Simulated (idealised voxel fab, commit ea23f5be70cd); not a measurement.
A process module follows: voxel transistor to metal.
The figure presents cross-section cut, which has a width of 295 nm and is divided into square cells with an edge length of 5 nm.
A cross-section in this document is a grid of square cells, and it is written down as bands, the top band listed before the ones below it; a band is made up of one or more rows of cells.
Look at the band entry: it leads with the top's height and the bottom's height in nm. Then it lists the materials left to right, with a width in nm for each. The word "everywhere" on a single material says that material fills the band edge to edge. The word "air" is empty space.
Heights from 0 (as-received wafer is one material below). Bottom band endless downward, as "from 0 down".
It should be noted that a width expressed as "30..40" varies in equal increments from row to row of cells within the band, taking the value of the first number at the top row and that of the second number at the bottom row.
Any step labelled "no change occurred" changed none of the cells in the cross-section.
This entry, "closed voids", enumerates those empty regions of no fewer than 8 cells that possess no open connection to the top. Each region is reported in the form width x height at distance, the distance being taken from the left edge, with all three quantities expressed in nm.
Where a step's line continues beyond its settings, the continuation is a remark by the simulator itself on that step.
Steps that use a mask can have "overlay nm" on their line. It says how far the mask sat to the right of where it was meant to be. Negative means to the left.
Before/after cross-section pairs, one process step each; after shown to lowest changed band; step and settings beneath. Pairs may be from different runs of this module on the same starting wafer; a pair continues from the one above only where its "Prior to processing" entry says so.
[Prior to processing]
* from 75 to 55 = Ru everywhere
* from 55 to 50 = TiN everywhere
* from 50 to 40 = 30 nm SiO2; 5 nm TiN; 20 nm W; 5 nm TiN; 35 nm SiO2; 5 nm TiN; 20 nm W; 5 nm TiN; 40 nm SiO2; 5 nm TiN; 20 nm W; 5 nm TiN; 35 nm SiO2; 5 nm TiN; 20 nm W; 5 nm TiN; 35 nm SiO2
* from 40 to 35 = 30 nm SiO2; 5 nm TiN; 10 nm W; 15 nm TiN; 35 nm SiO2; 15 nm TiN; 10 nm W; 5 nm TiN; 40 nm SiO2; 5 nm TiN; 10 nm W; 15 nm TiN; 35 nm SiO2; 15 nm TiN; 10 nm W; 5 nm TiN; 35 nm SiO2
* from 35 to 25 = 30 nm SiO2; 5 nm TiN; 10 nm W; 5 nm TiN; 10 nm SiN; 5 nm SiO2; 25 nm SiCN; 5 nm SiO2; 10 nm SiN; 5 nm TiN; 10 nm W; 5 nm TiN; 40 nm SiO2; 5 nm TiN; 10 nm W; 5 nm TiN; 10 nm SiN; 5 nm SiO2; 25 nm SiCN; 5 nm SiO2; 10 nm SiN; 5 nm TiN; 10 nm W; 5 nm TiN; 35 nm SiO2
* from 25 to 15 = 30 nm SiO2; 5 nm TiN; 10 nm W; 5 nm TiN; 10 nm SiN; 5 nm SiO2; 25 nm polySi; 5 nm SiO2; 10 nm SiN; 5 nm TiN; 10 nm W; 5 nm TiN; 40 nm SiO2; 5 nm TiN; 10 nm W; 5 nm TiN; 10 nm SiN; 5 nm SiO2; 25 nm polySi; 5 nm SiO2; 10 nm SiN; 5 nm TiN; 10 nm W; 5 nm TiN; 35 nm SiO2
* from 15 to 10 = 30 nm SiO2; 20 nm TiN; 10 nm SiN; 5 nm SiO2; 25 nm polySi; 5 nm SiO2; 10 nm SiN; 20 nm TiN; 40 nm SiO2; 20 nm TiN; 10 nm SiN; 5 nm SiO2; 25 nm polySi; 5 nm SiO2; 10 nm SiN; 20 nm TiN; 35 nm SiO2
* from 10 to 0 = 30 nm SiO2; 5 nm TiN; 15 nm nSi; 10 nm SiN; 5 nm SiO2; 25 nm polySi; 5 nm SiO2; 10 nm SiN; 15 nm nSi; 5 nm TiN; 40 nm SiO2; 5 nm TiN; 15 nm nSi; 10 nm SiN; 5 nm SiO2; 25 nm polySi; 5 nm SiO2; 10 nm SiN; 15 nm nSi; 5 nm TiN; 35 nm SiO2
* from 0 to -5 = 30 nm SiO2; 5 nm TiN; 15 nm nSi; 55 nm SiO2; 15 nm nSi; 5 nm TiN; 40 nm SiO2; 5 nm TiN; 15 nm nSi; 55 nm SiO2; 15 nm nSi; 5 nm TiN; 35 nm SiO2
* from -5 to -20 = 30 nm SiO2; 20 nm nSi; 55 nm Si; 20 nm nSi; 40 nm SiO2; 20 nm nSi; 55 nm Si; 20 nm nSi; 35 nm SiO2
* from -20 to -35 = 30 nm SiO2; 95 nm Si; 40 nm SiO2; 95 nm Si; 35 nm SiO2
* from -35 down = Si everywhere
* closed voids: none
[Cross-Section After Step]
* from 95 to 75 = 25 nm air; 20 nm resist; 55 nm air; 20 nm resist; 40 nm air; 20 nm resist; 55 nm air; 20 nm resist; 40 nm air
* Below 75 it's all the same as before, nothing changed down there.
* closed voids: none
Which step turns the before cross-section above into the after cross-section? PATTERN, tone cover, mask id METAL_1, material resist, width nm 20, thk nm 20, overlay nm -5
Prior to processing: look at the pair above, its after cross-section is where this step starts.
[Cross-Section After Step]
* from 95 to 75 = 25 nm air; 20 nm resist; 55 nm air; 20 nm resist; 40 nm air; 20 nm resist; 55 nm air; 20 nm resist; 40 nm air
* from 75 to 55 = 25 nm air; 20 nm Ru; 55 nm air; 20 nm Ru; 40 nm air; 20 nm Ru; 55 nm air; 20 nm Ru; 40 nm air
* Below 55 it's all the same as before, nothing changed down there.
* closed voids: none
Which step turns the before cross-section above into the after cross-section? DIRECTIONAL_ETCH, etch materials Ru, depth nm 20
Prior to processing: look at the pair above, its after cross-section is where this step starts.
[Cross-Section After Step]
* from 95 to 75 = 25 nm air; 20 nm resist; 55 nm air; 20 nm resist; 40 nm air; 20 nm resist; 55 nm air; 20 nm resist; 40 nm air
* from 75 to 55 = 25 nm air; 20 nm Ru; 55 nm air; 20 nm Ru; 40 nm air; 20 nm Ru; 55 nm air; 20 nm Ru; 40 nm air
* from 55 to 50 = 25 nm air; 20 nm TiN; 55 nm air; 20 nm TiN; 40 nm air; 20 nm TiN; 55 nm air; 20 nm TiN; 40 nm air
* Below 50 it's all the same as before, nothing changed down there.
* closed voids: none
Which step turns the before cross-section above into the after cross-section? DIRECTIONAL_ETCH, etch materials TiN, depth nm 5
Prior to processing: look at the pair above, its after cross-section is where this step starts.
[Cross-Section After Step]
* from 75 to 55 = 25 nm air; 20 nm Ru; 55 nm air; 20 nm Ru; 40 nm air; 20 nm Ru; 55 nm air; 20 nm Ru; 40 nm air
* Below 55 it's all the same as before, nothing changed down there.
* closed voids: none
Which step turns the before cross-section above into the after cross-section? STRIP, etch materials resist
Prior to processing: look at the pair above, its after cross-section is where this step starts.
[Cross-Section After Step]
* from 80 to 75 = 20 nm air; 30 nm SiN; 45 nm air; 30 nm SiN; 30 nm air; 30 nm SiN; 45 nm air; 30 nm SiN; 35 nm air
* from 75 to 55 = 20 nm air; 5 nm SiN; 20 nm Ru; 5 nm SiN; 45 nm air; 5 nm SiN; 20 nm Ru; 5 nm SiN; 30 nm air; 5 nm SiN; 20 nm Ru; 5 nm SiN; 45 nm air; 5 nm SiN; 20 nm Ru; 5 nm SiN; 35 nm air
* from 55 to 50 = 25 nm SiN; 20 nm TiN; 55 nm SiN; 20 nm TiN; 40 nm SiN; 20 nm TiN; 55 nm SiN; 20 nm TiN; 40 nm SiN
* Below 50 it's all the same as before, nothing changed down there.
* closed voids: none
Which step turns the before cross-section above into the after cross-section? CONFORMAL_DEP, material SiN, thk nm 5
Prior to processing: look at the pair above, its after cross-section is where this step starts.
[Cross-Section After Step]
* from 85 to 80 = lowk everywhere
* from 80 to 75 = 20 nm lowk; 30 nm SiN; 45 nm lowk; 30 nm SiN; 30 nm lowk; 30 nm SiN; 45 nm lowk; 30 nm SiN; 35 nm lowk
* from 75 to 55 = 20 nm lowk; 5 nm SiN; 20 nm Ru; 5 nm SiN; 45 nm lowk; 5 nm SiN; 20 nm Ru; 5 nm SiN; 30 nm lowk; 5 nm SiN; 20 nm Ru; 5 nm SiN; 45 nm lowk; 5 nm SiN; 20 nm Ru; 5 nm SiN; 35 nm lowk
* Below 55 it's all the same as before, nothing changed down there.
* closed voids: none
Which step turns the before cross-section above into the after cross-section? FILL_DEP, material lowk, thk nm 5
Prior to processing: look at the pair above, its after cross-section is where this step starts.
[Cross-Section After Step]
* from 75 to 55 = 20 nm lowk; 5 nm SiN; 20 nm Ru; 5 nm SiN; 45 nm lowk; 5 nm SiN; 20 nm Ru; 5 nm SiN; 30 nm lowk; 5 nm SiN; 20 nm Ru; 5 nm SiN; 45 nm lowk; 5 nm SiN; 20 nm Ru; 5 nm SiN; 35 nm lowk
* Below 55 it's all the same as before, nothing changed down there.
* closed voids: none
Which step turns the before cross-section above into the after cross-section? CMP, height nm 75
Prior to processing: look at the pair above, its after cross-section is where this step starts.
[Cross-Section After Step]
* from 80 to 75 = SiCN everywhere
* Below 75 it's all the same as before, nothing changed down there.
* closed voids: none
Which step turns the before cross-section above into the after cross-section? CONFORMAL_DEP, material SiCN, thk nm 5
Prior to processing: look at the pair above, its after cross-section is where this step starts.
[Cross-Section After Step]
* from 105 to 80 = lowk everywhere
* Below 80 it's all the same as before, nothing changed down there.
* closed voids: none
Which step turns the before cross-section above into the after cross-section? DIRECTIONAL_DEP, material lowk, thk nm 25
Prior to processing: look at the pair above, its after cross-section is where this step starts.
[Cross-Section After Step]
* from 120 to 105 = aC everywhere
* Below 105 it's all the same as before, nothing changed down there.
* closed voids: none
Which step turns the before cross-section above into the after cross-section? DIRECTIONAL_DEP, material aC, thk nm 15
Prior to processing: look at the pair above, its after cross-section is where this step starts.
[Cross-Section After Step]
* from 155 to 120 = 30 nm resist; 20 nm air; 115 nm resist; 20 nm air; 110 nm resist
* Below 120 it's all the same as before, nothing changed down there.
* closed voids: none
Which step turns the before cross-section above into the after cross-section? PATTERN, tone open, mask id METAL_2, material resist, width nm 20, pitch nm 135, thk nm 35, overlay nm 0
Prior to processing: look at the pair above, its after cross-section is where this step starts.
[Cross-Section After Step]
* from 140 to 120 = 30 nm resist; 20 nm air; 115 nm resist; 20 nm air; 110 nm resist
* from 120 to 105 = 30 nm aC; 20 nm air; 115 nm aC; 20 nm air; 110 nm aC
* Below 105 it's all the same as before, nothing changed down there.
* closed voids: none
Which step turns the before cross-section above into the after cross-section? DIRECTIONAL_ETCH, etch materials aC, depth nm 15
Prior to processing: look at the pair above, its after cross-section is where this step starts.
[Cross-Section After Step]
* from 120 to 105 = 30 nm aC; 20 nm air; 115 nm aC; 20 nm air; 110 nm aC
* Below 105 it's all the same as before, nothing changed down there.
* closed voids: none
Which step turns the before cross-section above into the after cross-section? STRIP, etch materials resist
Prior to processing: look at the pair above, its after cross-section is where this step starts.
[Cross-Section After Step]
* from 120 to 105 = 30 nm aC; 20 nm air; 115 nm aC; 20 nm air; 110 nm aC
* from 105 to 90 = 30 nm lowk; 20 nm air; 115 nm lowk; 20 nm air; 110 nm lowk
* Below 90 it's all the same as before, nothing changed down there.
* closed voids: none
Which step turns the before cross-section above into the after cross-section? DIRECTIONAL_ETCH, etch materials lowk, depth nm 15
Prior to processing: look at the pair above, its after cross-section is where this step starts.
[Cross-Section After Step]
* from 105 to 90 = 30 nm lowk; 20 nm air; 115 nm lowk; 20 nm air; 110 nm lowk
* Below 90 it's all the same as before, nothing changed down there.
* closed voids: none
Which step turns the before cross-section above into the after cross-section? STRIP, etch materials aC
Prior to processing: look at the pair above, its after cross-section is where this step starts.
[Cross-Section After Step]
* from 115 to 105 = 30 nm aC; 20 nm air; 115 nm aC; 20 nm air; 110 nm aC
* from 105 to 100 = 30 nm lowk; 20 nm air; 115 nm lowk; 20 nm air; 110 nm lowk
* from 100 to 90 = 30 nm lowk; 20 nm aC; 115 nm lowk; 20 nm aC; 110 nm lowk
* Below 90 it's all the same as before, nothing changed down there.
* closed voids: none
Which step turns the before cross-section above into the after cross-section? DIRECTIONAL_DEP, material aC, thk nm 10
Prior to processing: look at the pair above, its after cross-section is where this step starts.
[Cross-Section After Step]
* from 140 to 115 = 30 nm resist; 15 nm air; 120 nm resist; 15 nm air; 115 nm resist
* from 115 to 105 = 30 nm aC; 15 nm air; 5 nm resist; 115 nm aC; 15 nm air; 5 nm resist; 110 nm aC
* from 105 to 100 = 30 nm lowk; 15 nm air; 5 nm resist; 115 nm lowk; 15 nm air; 5 nm resist; 110 nm lowk
* Below 100 it's all the same as before, nothing changed down there.
* closed voids: none
Which step turns the before cross-section above into the after cross-section? PATTERN, tone open, mask id METAL_2_HOLES, material resist, width nm 15, pitch nm 135, thk nm 25, overlay nm 0
Prior to processing: look at the pair above, its after cross-section is where this step starts.
[Cross-Section After Step]
* from 130 to 115 = 30 nm resist; 15 nm air; 120 nm resist; 15 nm air; 115 nm resist
* from 115 to 105 = 30 nm aC; 15 nm air; 5 nm resist; 115 nm aC; 15 nm air; 5 nm resist; 110 nm aC
* from 105 to 100 = 30 nm lowk; 15 nm air; 5 nm resist; 115 nm lowk; 15 nm air; 5 nm resist; 110 nm lowk
* from 100 to 90 = 30 nm lowk; 15 nm air; 5 nm aC; 115 nm lowk; 15 nm air; 5 nm aC; 110 nm lowk
* Below 90 it's all the same as before, nothing changed down there.
* closed voids: none
Which step turns the before cross-section above into the after cross-section? DIRECTIONAL_ETCH, etch materials aC, depth nm 10
Prior to processing: look at the pair above, its after cross-section is where this step starts.
[Cross-Section After Step]
* from 115 to 105 = 30 nm aC; 20 nm air; 115 nm aC; 20 nm air; 110 nm aC
* from 105 to 100 = 30 nm lowk; 20 nm air; 115 nm lowk; 20 nm air; 110 nm lowk
* Below 100 it's all the same as before, nothing changed down there.
* closed voids: none
Which step turns the before cross-section above into the after cross-section? STRIP, etch materials resist
Prior to processing: look at the pair above, its after cross-section is where this step starts.
[Cross-Section After Step]
* from 115 to 105 = 30 nm aC; 20 nm air; 115 nm aC; 20 nm air; 110 nm aC
* from 105 to 100 = 30 nm lowk; 20 nm air; 115 nm lowk; 20 nm air; 110 nm lowk
* from 100 to 90 = 30 nm lowk; 15 nm air; 5 nm aC; 115 nm lowk; 15 nm air; 5 nm aC; 110 nm lowk
* from 90 to 80 = 30 nm lowk; 15 nm air; 120 nm lowk; 15 nm air; 115 nm lowk
* Below 80 it's all the same as before, nothing changed down there.
* closed voids: none
Which step turns the before cross-section above into the after cross-section? DIRECTIONAL_ETCH, etch materials lowk, depth nm 10
Prior to processing: look at the pair above, its after cross-section is where this step starts.
[Cross-Section After Step]
* from 115 to 105 = 30 nm aC; 20 nm air; 115 nm aC; 20 nm air; 110 nm aC
* from 105 to 100 = 30 nm lowk; 20 nm air; 115 nm lowk; 20 nm air; 110 nm lowk
* from 100 to 90 = 30 nm lowk; 15 nm air; 5 nm aC; 115 nm lowk; 15 nm air; 5 nm aC; 110 nm lowk
* from 90 to 80 = 30 nm lowk; 15 nm air; 120 nm lowk; 15 nm air; 115 nm lowk
* from 80 to 75 = 30 nm SiCN; 15 nm air; 120 nm SiCN; 15 nm air; 115 nm SiCN
* Below 75 it's all the same as before, nothing changed down there.
* closed voids: none
Which step turns the before cross-section above into the after cross-section? DIRECTIONAL_ETCH, etch materials SiCN, depth nm 5
Prior to processing: look at the pair above, its after cross-section is where this step starts.
[Cross-Section After Step]
* from 105 to 90 = 30 nm lowk; 20 nm air; 115 nm lowk; 20 nm air; 110 nm lowk
* Below 90 it's all the same as before, nothing changed down there.
* closed voids: none
Which step turns the before cross-section above into the after cross-section? STRIP, etch materials aC
Prior to processing: look at the pair above, its after cross-section is where this step starts.
[Cross-Section After Step]
* from 110 to 105 = 35 nm TiN; 10 nm air; 125 nm TiN; 10 nm air; 115 nm TiN
* from 105 to 95 = 30 nm lowk; 5 nm TiN; 10 nm air; 5 nm TiN; 115 nm lowk; 5 nm TiN; 10 nm air; 5 nm TiN; 110 nm lowk
* from 95 to 90 = 30 nm lowk; 5 nm TiN; 5 nm air; 10 nm TiN; 115 nm lowk; 5 nm TiN; 5 nm air; 10 nm TiN; 110 nm lowk
* from 90 to 80 = 30 nm lowk; 5 nm TiN; 5 nm air; 5 nm TiN; 120 nm lowk; 5 nm TiN; 5 nm air; 5 nm TiN; 115 nm lowk
* from 80 to 75 = 30 nm SiCN; 15 nm TiN; 120 nm SiCN; 15 nm TiN; 115 nm SiCN
* Below 75 it's all the same as before, nothing changed down there.
* closed voids: none
Which step turns the before cross-section above into the after cross-section? CONFORMAL_DEP, material TiN, thk nm 5
Prior to processing: look at the pair above, its after cross-section is where this step starts.
[Cross-Section After Step]
* from 115 to 110 = Cu everywhere
* from 110 to 105 = 35 nm TiN; 10 nm Cu; 125 nm TiN; 10 nm Cu; 115 nm TiN
* from 105 to 95 = 30 nm lowk; 5 nm TiN; 10 nm Cu; 5 nm TiN; 115 nm lowk; 5 nm TiN; 10 nm Cu; 5 nm TiN; 110 nm lowk
* from 95 to 90 = 30 nm lowk; 5 nm TiN; 5 nm Cu; 10 nm TiN; 115 nm lowk; 5 nm TiN; 5 nm Cu; 10 nm TiN; 110 nm lowk
* from 90 to 80 = 30 nm lowk; 5 nm TiN; 5 nm Cu; 5 nm TiN; 120 nm lowk; 5 nm TiN; 5 nm Cu; 5 nm TiN; 115 nm lowk
* Below 80 it's all the same as before, nothing changed down there.
* closed voids: none
Which step turns the before cross-section above into the after cross-section? FILL_DEP, material Cu, thk nm 5
Prior to processing: look at the pair above, its after cross-section is where this step starts.
[Cross-Section After Step]
* from 105 to 95 = 30 nm lowk; 5 nm TiN; 10 nm Cu; 5 nm TiN; 115 nm lowk; 5 nm TiN; 10 nm Cu; 5 nm TiN; 110 nm lowk
* Below 95 it's all the same as before, nothing changed down there.
* closed voids: none
Which step turns the before cross-section above into the after cross-section? CMP, height nm 105
Prior to processing: look at the pair above, its after cross-section is where this step starts.
[Cross-Section After Step]
* from 110 to 105 = SiCN everywhere
* Below 105 it's all the same as before, nothing changed down there.
* closed voids: none
Which step turns the before cross-section above into the after cross-section? CONFORMAL_DEP, material SiCN, thk nm 5
[Prior to processing]
* from 75 to 55 = 30 nm air; 20 nm Ru; 55 nm air; 20 nm Ru; 40 nm air; 20 nm Ru; 55 nm air; 20 nm Ru; 35 nm air
* from 55 to 50 = 30 nm air; 20 nm TiN; 55 nm air; 20 nm TiN; 40 nm air; 20 nm TiN; 55 nm air; 20 nm TiN; 35 nm air
* from 50 to 40 = 30 nm SiO2; 5 nm TiN; 20 nm W; 5 nm TiN; 35 nm SiO2; 5 nm TiN; 20 nm W; 5 nm TiN; 40 nm SiO2; 5 nm TiN; 20 nm W; 5 nm TiN; 35 nm SiO2; 5 nm TiN; 20 nm W; 5 nm TiN; 35 nm SiO2
* from 40 to 35 = 30 nm SiO2; 5 nm TiN; 10 nm W; 15 nm TiN; 35 nm SiO2; 15 nm TiN; 10 nm W; 5 nm TiN; 40 nm SiO2; 5 nm TiN; 10 nm W; 15 nm TiN; 35 nm SiO2; 15 nm TiN; 10 nm W; 5 nm TiN; 35 nm SiO2
* from 35 to 25 = 30 nm SiO2; 5 nm TiN; 10 nm W; 5 nm TiN; 10 nm SiN; 5 nm SiO2; 25 nm SiCN; 5 nm SiO2; 10 nm SiN; 5 nm TiN; 10 nm W; 5 nm TiN; 40 nm SiO2; 5 nm TiN; 10 nm W; 5 nm TiN; 10 nm SiN; 5 nm SiO2; 25 nm SiCN; 5 nm SiO2; 10 nm SiN; 5 nm TiN; 10 nm W; 5 nm TiN; 35 nm SiO2
* from 25 to 15 = 30 nm SiO2; 5 nm TiN; 10 nm W; 5 nm TiN; 10 nm SiN; 5 nm SiO2; 25 nm polySi; 5 nm SiO2; 10 nm SiN; 5 nm TiN; 10 nm W; 5 nm TiN; 40 nm SiO2; 5 nm TiN; 10 nm W; 5 nm TiN; 10 nm SiN; 5 nm SiO2; 25 nm polySi; 5 nm SiO2; 10 nm SiN; 5 nm TiN; 10 nm W; 5 nm TiN; 35 nm SiO2
* from 15 to 10 = 30 nm SiO2; 20 nm TiN; 10 nm SiN; 5 nm SiO2; 25 nm polySi; 5 nm SiO2; 10 nm SiN; 20 nm TiN; 40 nm SiO2; 20 nm TiN; 10 nm SiN; 5 nm SiO2; 25 nm polySi; 5 nm SiO2; 10 nm SiN; 20 nm TiN; 35 nm SiO2
* from 10 to 0 = 30 nm SiO2; 5 nm TiN; 15 nm nSi; 10 nm SiN; 5 nm SiO2; 25 nm polySi; 5 nm SiO2; 10 nm SiN; 15 nm nSi; 5 nm TiN; 40 nm SiO2; 5 nm TiN; 15 nm nSi; 10 nm SiN; 5 nm SiO2; 25 nm polySi; 5 nm SiO2; 10 nm SiN; 15 nm nSi; 5 nm TiN; 35 nm SiO2
* from 0 to -5 = 30 nm SiO2; 5 nm TiN; 15 nm nSi; 55 nm SiO2; 15 nm nSi; 5 nm TiN; 40 nm SiO2; 5 nm TiN; 15 nm nSi; 55 nm SiO2; 15 nm nSi; 5 nm TiN; 35 nm SiO2
* from -5 to -20 = 30 nm SiO2; 20 nm nSi; 55 nm Si; 20 nm nSi; 40 nm SiO2; 20 nm nSi; 55 nm Si; 20 nm nSi; 35 nm SiO2
* from -20 to -35 = 30 nm SiO2; 95 nm Si; 40 nm SiO2; 95 nm Si; 35 nm SiO2
* from -35 down = Si everywhere
* closed voids: none
[Cross-Section After Step]
* from 80 to 75 = 25 nm air; 30 nm W; 45 nm air; 30 nm W; 30 nm air; 30 nm W; 45 nm air; 30 nm W; 30 nm air
* from 75 to 55 = 25 nm air; 5 nm W; 20 nm Ru; 5 nm W; 45 nm air; 5 nm W; 20 nm Ru; 5 nm W; 30 nm air; 5 nm W; 20 nm Ru; 5 nm W; 45 nm air; 5 nm W; 20 nm Ru; 5 nm W; 30 nm air
* from 55 to 50 = 30 nm W; 20 nm TiN; 55 nm W; 20 nm TiN; 40 nm W; 20 nm TiN; 55 nm W; 20 nm TiN; 35 nm W
* Below 50 it's all the same as before, nothing changed down there.
* closed voids: none
Which step turns the before cross-section above into the after cross-section? CONFORMAL_DEP, material W, thk nm 5
Prior to processing: look at the pair above, its after cross-section is where this step starts.
[Cross-Section After Step]
* from 85 to 80 = lowk everywhere
* from 80 to 75 = 25 nm lowk; 30 nm W; 45 nm lowk; 30 nm W; 30 nm lowk; 30 nm W; 45 nm lowk; 30 nm W; 30 nm lowk
* from 75 to 55 = 25 nm lowk; 5 nm W; 20 nm Ru; 5 nm W; 45 nm lowk; 5 nm W; 20 nm Ru; 5 nm W; 30 nm lowk; 5 nm W; 20 nm Ru; 5 nm W; 45 nm lowk; 5 nm W; 20 nm Ru; 5 nm W; 30 nm lowk
* Below 55 it's all the same as before, nothing changed down there.
* closed voids: none
Which step turns the before cross-section above into the after cross-section? FILL_DEP, material lowk, thk nm 5
Prior to processing: look at the pair above, its after cross-section is where this step starts.
[Cross-Section After Step]
* from 75 to 55 = 25 nm lowk; 5 nm W; 20 nm Ru; 5 nm W; 45 nm lowk; 5 nm W; 20 nm Ru; 5 nm W; 30 nm lowk; 5 nm W; 20 nm Ru; 5 nm W; 45 nm lowk; 5 nm W; 20 nm Ru; 5 nm W; 30 nm lowk
* Below 55 it's all the same as before, nothing changed down there.
* closed voids: none
Which step turns the before cross-section above into the after cross-section? CMP, height nm 75
Prior to processing: look at the pair above, its after cross-section is where this step starts.
[Cross-Section After Step]
* from 80 to 75 = SiCN everywhere
* Below 75 it's all the same as before, nothing changed down there.
* closed voids: none
Which step turns the before cross-section above into the after cross-section? CONFORMAL_DEP, material SiCN, thk nm 5
Prior to processing: look at the pair above, its after cross-section is where this step starts.
[Cross-Section After Step]
* from 105 to 80 = lowk everywhere
* Below 80 it's all the same as before, nothing changed down there.
* closed voids: none
Which step turns the before cross-section above into the after cross-section? DIRECTIONAL_DEP, material lowk, thk nm 25
Prior to processing: look at the pair above, its after cross-section is where this step starts.
[Cross-Section After Step]
* from 120 to 105 = aC everywhere
* Below 105 it's all the same as before, nothing changed down there.
* closed voids: none
Which step turns the before cross-section above into the after cross-section? DIRECTIONAL_DEP, material aC, thk nm 15
Prior to processing: look at the pair above, its after cross-section is where this step starts.
[Cross-Section After Step]
* from 155 to 120 = 30 nm resist; 20 nm air; 115 nm resist; 20 nm air; 110 nm resist
* Below 120 it's all the same as before, nothing changed down there.
* closed voids: none
Which step turns the before cross-section above into the after cross-section? PATTERN, tone open, mask id METAL_2, material resist, width nm 20, pitch nm 135, thk nm 35, overlay nm 0
Prior to processing: look at the pair above, its after cross-section is where this step starts.
[Cross-Section After Step]
* from 140 to 120 = 30 nm resist; 20 nm air; 115 nm resist; 20 nm air; 110 nm resist
* from 120 to 105 = 30 nm aC; 20 nm air; 115 nm aC; 20 nm air; 110 nm aC
* Below 105 it's all the same as before, nothing changed down there.
* closed voids: none
Which step turns the before cross-section above into the after cross-section? DIRECTIONAL_ETCH, etch materials aC, depth nm 15
Prior to processing: look at the pair above, its after cross-section is where this step starts.
[Cross-Section After Step]
* from 120 to 105 = 30 nm aC; 20 nm air; 115 nm aC; 20 nm air; 110 nm aC
* Below 105 it's all the same as before, nothing changed down there.
* closed voids: none
Which step turns the before cross-section above into the after cross-section? STRIP, etch materials resist
Prior to processing: look at the pair above, its after cross-section is where this step starts.
[Cross-Section After Step]
* from 120 to 105 = 30 nm aC; 20 nm air; 115 nm aC; 20 nm air; 110 nm aC
* from 105 to 90 = 30 nm lowk; 20 nm air; 115 nm lowk; 20 nm air; 110 nm lowk
* Below 90 it's all the same as before, nothing changed down there.
* closed voids: none
Which step turns the before cross-section above into the after cross-section? DIRECTIONAL_ETCH, etch materials lowk, depth nm 15
Prior to processing: look at the pair above, its after cross-section is where this step starts.
[Cross-Section After Step]
* from 105 to 90 = 30 nm lowk; 20 nm air; 115 nm lowk; 20 nm air; 110 nm lowk
* Below 90 it's all the same as before, nothing changed down there.
* closed voids: none
Which step turns the before cross-section above into the after cross-section? STRIP, etch materials aC
Prior to processing: look at the pair above, its after cross-section is where this step starts.
[Cross-Section After Step]
* from 115 to 105 = 30 nm aC; 20 nm air; 115 nm aC; 20 nm air; 110 nm aC
* from 105 to 100 = 30 nm lowk; 20 nm air; 115 nm lowk; 20 nm air; 110 nm lowk
* from 100 to 90 = 30 nm lowk; 20 nm aC; 115 nm lowk; 20 nm aC; 110 nm lowk
* Below 90 it's all the same as before, nothing changed down there.
* closed voids: none
Which step turns the before cross-section above into the after cross-section? DIRECTIONAL_DEP, material aC, thk nm 10
Prior to processing: look at the pair above, its after cross-section is where this step starts.
[Cross-Section After Step]
* from 140 to 115 = 30 nm resist; 15 nm air; 120 nm resist; 15 nm air; 115 nm resist
* from 115 to 105 = 30 nm aC; 15 nm air; 5 nm resist; 115 nm aC; 15 nm air; 5 nm resist; 110 nm aC
* from 105 to 100 = 30 nm lowk; 15 nm air; 5 nm resist; 115 nm lowk; 15 nm air; 5 nm resist; 110 nm lowk
* Below 100 it's all the same as before, nothing changed down there.
* closed voids: none
Which step turns the before cross-section above into the after cross-section? PATTERN, tone open, mask id METAL_2_HOLES, material resist, width nm 15, pitch nm 135, thk nm 25, overlay nm 0
Prior to processing: look at the pair above, its after cross-section is where this step starts.
[Cross-Section After Step]
* from 130 to 115 = 30 nm resist; 15 nm air; 120 nm resist; 15 nm air; 115 nm resist
* from 115 to 105 = 30 nm aC; 15 nm air; 5 nm resist; 115 nm aC; 15 nm air; 5 nm resist; 110 nm aC
* from 105 to 100 = 30 nm lowk; 15 nm air; 5 nm resist; 115 nm lowk; 15 nm air; 5 nm resist; 110 nm lowk
* from 100 to 90 = 30 nm lowk; 15 nm air; 5 nm aC; 115 nm lowk; 15 nm air; 5 nm aC; 110 nm lowk
* Below 90 it's all the same as before, nothing changed down there.
* closed voids: none
Which step turns the before cross-section above into the after cross-section? DIRECTIONAL_ETCH, etch materials aC, depth nm 10
Prior to processing: look at the pair above, its after cross-section is where this step starts.
[Cross-Section After Step]
* from 115 to 105 = 30 nm aC; 20 nm air; 115 nm aC; 20 nm air; 110 nm aC
* from 105 to 100 = 30 nm lowk; 20 nm air; 115 nm lowk; 20 nm air; 110 nm lowk
* Below 100 it's all the same as before, nothing changed down there.
* closed voids: none
Which step turns the before cross-section above into the after cross-section? STRIP, etch materials resist
Prior to processing: look at the pair above, its after cross-section is where this step starts.
[Cross-Section After Step]
* from 115 to 105 = 30 nm aC; 20 nm air; 115 nm aC; 20 nm air; 110 nm aC
* from 105 to 100 = 30 nm lowk; 20 nm air; 115 nm lowk; 20 nm air; 110 nm lowk
* from 100 to 90 = 30 nm lowk; 15 nm air; 5 nm aC; 115 nm lowk; 15 nm air; 5 nm aC; 110 nm lowk
* from 90 to 80 = 30 nm lowk; 15 nm air; 120 nm lowk; 15 nm air; 115 nm lowk
* Below 80 it's all the same as before, nothing changed down there.
* closed voids: none
Which step turns the before cross-section above into the after cross-section? DIRECTIONAL_ETCH, etch materials lowk, depth nm 10
Prior to processing: look at the pair above, its after cross-section is where this step starts.
[Cross-Section After Step]
* from 115 to 105 = 30 nm aC; 20 nm air; 115 nm aC; 20 nm air; 110 nm aC
* from 105 to 100 = 30 nm lowk; 20 nm air; 115 nm lowk; 20 nm air; 110 nm lowk
* from 100 to 90 = 30 nm lowk; 15 nm air; 5 nm aC; 115 nm lowk; 15 nm air; 5 nm aC; 110 nm lowk
* from 90 to 80 = 30 nm lowk; 15 nm air; 120 nm lowk; 15 nm air; 115 nm lowk
* from 80 to 75 = 30 nm SiCN; 15 nm air; 120 nm SiCN; 15 nm air; 115 nm SiCN
* Below 75 it's all the same as before, nothing changed down there.
* closed voids: none
Which step turns the before cross-section above into the after cross-section? DIRECTIONAL_ETCH, etch materials SiCN, depth nm 5
Prior to processing: look at the pair above, its after cross-section is where this step starts.
[Cross-Section After Step]
* from 105 to 90 = 30 nm lowk; 20 nm air; 115 nm lowk; 20 nm air; 110 nm lowk
* Below 90 it's all the same as before, nothing changed down there.
* closed voids: none
Which step turns the before cross-section above into the after cross-section? STRIP, etch materials aC
